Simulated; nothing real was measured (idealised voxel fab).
Name of the process module below: voxel ribs on slabs
Pictured: cross-section cut, 260 nm wide, on a grid of 5 nm square cells.
Throughout this document, each cross-section is represented as a grid of square cells and is presented as a sequence of bands enumerated from the top downward, where a band comprises one or more rows of cells.
First you get the band's top height and its bottom height, in nm, and then the materials it's made of, left to right, with each width in nm. If you see a single material with "edge to edge", that one covers the band edge to edge. "empty" is empty space.
The reference from which all heights are counted is 0, the level beneath which the as-received wafer is entirely one material; the lowest band, having no lower bound, proceeds downward and is written after the example "0 down".
Quick explanation for "30->40": the width changes in equal steps down the rows of cells, from the first number in the band's top row to the second number in its bottom row.
"no alteration" means the step left every cell of the cross-section as it was.
Closed-off voids of 8+ cells (no open route to the top) go in "Enclosed void inventory", written width x height at distance from the left edge, in nm.
after a step's settings: what the simulator itself notes on the step
Regarding "overlay nm": on a step with a mask, it is the distance the mask lay to the right of its planned place; a negative value places it to the left.
[List of planned process steps]
1) RECEIVE,material Si
2) DIRECTIONAL_DEP,material SiO2,thk nm 25
3) DIRECTIONAL_DEP,material SiN,thk nm 20
4) DIRECTIONAL_DEP,material aC,thk nm 15
5) PATTERN,tone cover,mask id RIB,material resist,width nm 25,thk nm 30,overlay nm 0
6) DIRECTIONAL_ETCH,etch materials aC,depth nm 15
7) STRIP,etch materials resist
8) DIRECTIONAL_ETCH,etch materials SiN,depth nm 15
9) STRIP,etch materials aC
10) DIRECTIONAL_DEP,material aC,thk nm 10
11) PATTERN,tone cover,mask id SLAB,material resist,width nm 75,thk nm 30,overlay nm -15
12) DIRECTIONAL_ETCH,etch materials aC,depth nm 10
13) STRIP,etch materials resist
14) DIRECTIONAL_ETCH,etch materials SiN,depth nm 5
15) STRIP,etch materials aC
16) FILL_DEP,material SiO2,thk nm 25
17) CMP,height nm 65
18) DIRECTIONAL_DEP,material TiN,thk nm 10
19) MASKED_ETCH,tone cover,mask id HEATER,width nm 35,etch materials TiN,depth nm 10,overlay nm 0
20) CONFORMAL_DEP,material SiO2,thk nm 5
Quick note for whoever runs this: the wafers start identical, but the overlay nm at step 11 isn't the same across them. The plan just shows what the first wafer had.
[Cross-sectional view of the first of several wafers in the as-received condition, corresponding to the state following step 1]
    0 down = Si edge to edge
    Enclosed void inventory: none
[each wafer at the end: cells of each material gained (+) or lost (-) since it was received, then its closed voids]
overlay nm -15 | +30 SiN | +702 SiO2 | +14 TiN | Enclosed void inventory: none
overlay nm -10 | +30 SiN | +702 SiO2 | +14 TiN | Enclosed void inventory: none
overlay nm -5 | +30 SiN | +702 SiO2 | +14 TiN | Enclosed void inventory: none
overlay nm 0 | +30 SiN | +702 SiO2 | +14 TiN | Enclosed void inventory: none
overlay nm 5 | +30 SiN | +702 SiO2 | +14 TiN | Enclosed void inventory: none
overlay nm 10 | +30 SiN | +702 SiO2 | +14 TiN | Enclosed void inventory: none
overlay nm 15 | +30 SiN | +702 SiO2 | +14 TiN | Enclosed void inventory: none
